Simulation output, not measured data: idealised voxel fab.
The document below concerns the process module designated voxel self aligned contacts.
We display cut, a cross-section 295 nm in width whose square cells are each 5 nm.
A cross-section in this document is a grid of square cells, and it is written down as bands, the top band listed before the ones below it; a band is made up of one or more rows of cells.
The band entry comprises the height of the band's top followed by the height of its bottom, expressed in nm, and subsequently the band's materials from left to right, each stated together with its width in nm. Where a single material is marked with the word "edge to edge", that material fills the band from edge to edge. The word "blank" represents empty space.
Below 0: as-received wafer, all one material; heights counted from there. Lowest band: no bottom, goes on down, written "0 nm and below".
Graded width ("30..40"): value in top row of band = first number; value in bottom row = second number; row-to-row change constant.
Any step labelled "changes: none" changed none of the cells in the cross-section.
Under "Enclosed void list" you'll find the enclosed gaps, the ones with no way out to the top, that are 8 cells or bigger; each reads width x height at distance, with distance counted from the left edge, everything in nm.
Formally, on a step line, whatever follows the settings is a remark that the simulator itself makes on the step.
overlay nm: mask offset rightward from planned place, masked step; negative means leftward offset.
-- Process steps - plan
1 RECEIVE [material Si]
2 CONFORMAL_DEP [material SiO2] [thk nm 5]
3 DIRECTIONAL_DEP [material polySi] [thk nm 25]
4 DIRECTIONAL_DEP [material SiN] [thk nm 20]
5 PATTERN [tone cover] [mask id GATE] [material resist] [width nm 30] [pitch nm 75] [thk nm 15] [overlay nm 0]
6 DIRECTIONAL_ETCH [etch materials SiN] [depth nm 20]
7 DIRECTIONAL_ETCH [etch materials polySi] [depth nm 25]
8 STRIP [etch materials resist]
9 CONFORMAL_DEP [material SiN] [thk nm 10]
10 DIRECTIONAL_ETCH [etch materials SiN] [depth nm 10]
11 FILL_DEP [material SiO2] [thk nm 15]
12 CMP [height nm 55]
13 MASKED_ETCH [tone open] [mask id CONTACT] [width nm 55] [etch materials SiO2] [depth nm 55] [overlay nm 0]
14 CONFORMAL_DEP [material TiN] [thk nm 5]
15 FILL_DEP [material Ru] [thk nm 5]
16 CMP [height nm 55]
17 CONFORMAL_DEP [material SiN] [thk nm 5]
-- As received (post step 1): cross-section
* 0 nm and below  Si edge to edge
* Enclosed void list: none
-- The module was run from the start shown above using the plan shown above, but one mistake was made doing it; the resulting wafer cross-section is below
* 60 nm to 55 nm  SiN edge to edge
* 55 nm to 45 nm  SiO2 120  TiN 5  Ru 45  TiN 5  SiO2 120
* 45 nm to 40 nm  SiO2 120  TiN 10  Ru 35  TiN 10  SiO2 120
* 40 nm to 30 nm  SiO2 95  SiN 30  TiN 5  Ru 35  TiN 5  SiN 30  SiO2 95
* 30 nm to 5 nm  SiO2 95  polySi 30  TiN 5  Ru 35  TiN 5  polySi 30  SiO2 95
* 5 nm to 0 nm  SiO2 125  TiN 45  SiO2 125
* 0 nm and below  Si edge to edge
* Enclosed void list: none
Plan not followed: step 9 of the plan did not run at all; it was left out
